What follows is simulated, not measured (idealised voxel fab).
The document below concerns the process module designated voxel gate over fins.
cross-section cut | 245 nm wide | cells 5 nm
Throughout this document, each cross-section is represented as a grid of square cells and is presented as a sequence of bands enumerated from the top downward, where a band comprises one or more rows of cells. It is stipulated that each band's entry specify, in nanometres, the height of the top of the band and then that of its bottom, followed by the materials of the band in left-to-right sequence, each together with its width in nanometres. A single material marked by the word "edge to edge" is understood to fill the band from edge to edge; the word "blank" is understood to denote empty space. We count height from 0. Below that, the starting wafer is all one material. The lowest band never ends at the bottom but goes on down; see "top 0, no bottom" for how that is written. Per-row width for "30->40": begins at first number (top row of band), ends at second number (bottom row), increment between rows held constant. A step reported as "nothing altered" is a step in which no cell of the cross-section changed. The list in "Tabulated closed voids" covers empty spaces of 8 cells or more that cannot reach the top through any open way, and it gives each as width x height at distance; the distance is from the left edge, and width, height and distance are in nm. Whatever follows a step's settings on its line is a remark the simulator itself makes about that step. overlay nm: where the mask lay relative to plan, measured to the right, on steps with a mask; negatives go left.
plan
| 1 | RECEIVE | material Si |
| 2 | CONFORMAL_DEP | material SiN | thk nm 10 |
| 3 | PATTERN | tone cover | mask id FINS | material resist | width nm 15 | pitch nm 50 | thk nm 15 | overlay nm -15 |
| 4 | DIRECTIONAL_ETCH | etch materials SiN | depth nm 10 |
| 5 | DIRECTIONAL_ETCH | etch materials Si | depth nm 40 |
| 6 | STRIP | etch materials resist |
| 7 | FILL_DEP | material SiO2 | thk nm 10 |
| 8 | CMP | height nm 10 |
| 9 | PATTERN | tone open | mask id RAIL | material resist | width nm 15 | thk nm 15 | overlay nm 0 |
| 10 | DIRECTIONAL_ETCH | etch materials SiO2 | depth nm 45 |
| 11 | STRIP | etch materials resist |
| 12 | CONFORMAL_DEP | material TiN | thk nm 5 |
| 13 | FILL_DEP | material W | thk nm 10 |
| 14 | CMP | height nm 10 |
| 15 | SELECTIVE_ETCH | etch materials W Ru TiN | depth nm 30 |
| 16 | FILL_DEP | material SiO2 | thk nm 5 |
| 17 | CMP | height nm 10 |
| 18 | SELECTIVE_ETCH | etch materials SiO2 | depth nm 20 |
| 19 | STRIP | etch materials SiN |
| 20 | CONFORMAL_DEP | material HfO2 | thk nm 5 |
| 21 | CONFORMAL_DEP | material TiN | thk nm 5 |
| 22 | CONFORMAL_DEP | material TiAl | thk nm 5 |
| 23 | CONFORMAL_DEP | material TiN | thk nm 5 |
| 24 | FILL_DEP | material W | thk nm 10 |
| 25 | CMP | height nm 25 |
| 26 | CONFORMAL_DEP | material SiN | thk nm 10 |
Among the wafers covered here, the point of difference is the overlay nm at step 3; their starting state is shared, and the plan presents the value of the first wafer.
The as-received cross-section of the first of several wafers corresponds to the state after step 1
top 0, no bottom  Si edge to edge
Tabulated closed voids: none
Cross-sectional representation of the first of several wafers at the end of the module, i.e. after its terminal step, step 26
top 35, bottom 25  SiN edge to edge
top 25, bottom 20  W edge to edge
top 20, bottom 15  30 W | 155 TiN | 60 W
top 15, bottom 10  30 W | 5 TiN | 45 TiAl | 5 TiN | 45 TiAl | 5 TiN | 45 TiAl | 5 TiN | 60 W
top 10, bottom 5  35 TiN | 5 TiAl | 35 TiN | 5 TiAl | 5 TiN | 5 TiAl | 35 TiN | 5 TiAl | 5 TiN | 5 TiAl | 35 TiN | 5 TiAl | 65 TiN
top 5, bottom 0  40 TiAl | 5 TiN | 25 HfO2 | 5 TiN | 15 TiAl | 5 TiN | 25 HfO2 | 5 TiN | 15 TiAl | 5 TiN | 25 HfO2 | 5 TiN | 70 TiAl
top 0, bottom -5  45 TiN | 5 HfO2 | 15 Si | 5 HfO2 | 25 TiN | 5 HfO2 | 15 Si | 5 HfO2 | 25 TiN | 5 HfO2 | 15 Si | 5 HfO2 | 75 TiN
top -5, bottom -10  50 HfO2 | 15 Si | 35 HfO2 | 15 Si | 35 HfO2 | 15 Si | 80 HfO2
top -10, bottom -20  50 SiO2 | 15 Si | 35 SiO2 | 15 Si | 35 SiO2 | 15 Si | 80 SiO2
top -20, bottom -35  50 SiO2 | 15 Si | 25 SiO2 | 10 TiN | 15 Si | 35 SiO2 | 15 Si | 80 SiO2
top -35, bottom -40  50 SiO2 | 15 Si | 35 SiO2 | 15 Si | 35 SiO2 | 15 Si | 80 SiO2
top -40, no bottom  Si edge to edge
Tabulated closed voids: none
last wafer at the end
top 35, bottom 25  SiN edge to edge
top 25, bottom 20  W edge to edge
top 20, bottom 15  60 W | 155 TiN | 30 W
top 15, bottom 10  60 W | 5 TiN | 45 TiAl | 5 TiN | 45 TiAl | 5 TiN | 45 TiAl | 5 TiN | 30 W
top 10, bottom 5  65 TiN | 5 TiAl | 35 TiN | 5 TiAl | 5 TiN | 5 TiAl | 35 TiN | 5 TiAl | 5 TiN | 5 TiAl | 35 TiN | 5 TiAl | 35 TiN
top 5, bottom 0  70 TiAl | 5 TiN | 25 HfO2 | 5 TiN | 15 TiAl | 5 TiN | 25 HfO2 | 5 TiN | 15 TiAl | 5 TiN | 25 HfO2 | 5 TiN | 40 TiAl
top 0, bottom -5  75 TiN | 5 HfO2 | 15 Si | 5 HfO2 | 25 TiN | 5 HfO2 | 15 Si | 5 HfO2 | 25 TiN | 5 HfO2 | 15 Si | 5 HfO2 | 45 TiN
top -5, bottom -10  80 HfO2 | 15 Si | 35 HfO2 | 15 Si | 35 HfO2 | 15 Si | 50 HfO2
top -10, bottom -20  80 SiO2 | 15 Si | 35 SiO2 | 15 Si | 35 SiO2 | 15 Si | 50 SiO2
top -20, bottom -35  80 SiO2 | 15 Si | 10 TiN | 25 SiO2 | 15 Si | 35 SiO2 | 15 Si | 50 SiO2
top -35, bottom -40  80 SiO2 | 15 Si | 35 SiO2 | 15 Si | 35 SiO2 | 15 Si | 50 SiO2
top -40, no bottom  Si edge to edge
Tabulated closed voids: none
Wafer rows, end of module: cells per material gained (+) or lost (-) since receipt; closed voids last
overlay nm -15 | +61 HfO2 | -320 Si | +98 SiN | +234 SiO2 | +61 TiAl | +124 TiN | +85 W | Tabulated closed voids: none
overlay nm -10 | +61 HfO2 | -320 Si | +98 SiN | +231 SiO2 | +61 TiAl | +125 TiN | +87 W | Tabulated closed voids: none
overlay nm -5 | +61 HfO2 | -320 Si | +98 SiN | +231 SiO2 | +61 TiAl | +125 TiN | +87 W | Tabulated closed voids: none
overlay nm 0 | +61 HfO2 | -320 Si | +98 SiN | +231 SiO2 | +61 TiAl | +125 TiN | +87 W | Tabulated closed voids: none
overlay nm 5 | +61 HfO2 | -320 Si | +98 SiN | +231 SiO2 | +61 TiAl | +125 TiN | +87 W | Tabulated closed voids: none
overlay nm 10 | +61 HfO2 | -320 Si | +98 SiN | +231 SiO2 | +61 TiAl | +125 TiN | +87 W | Tabulated closed voids: none
overlay nm 15 | +61 HfO2 | -320 Si | +98 SiN | +234 SiO2 | +61 TiAl | +124 TiN | +85 W | Tabulated closed voids: none
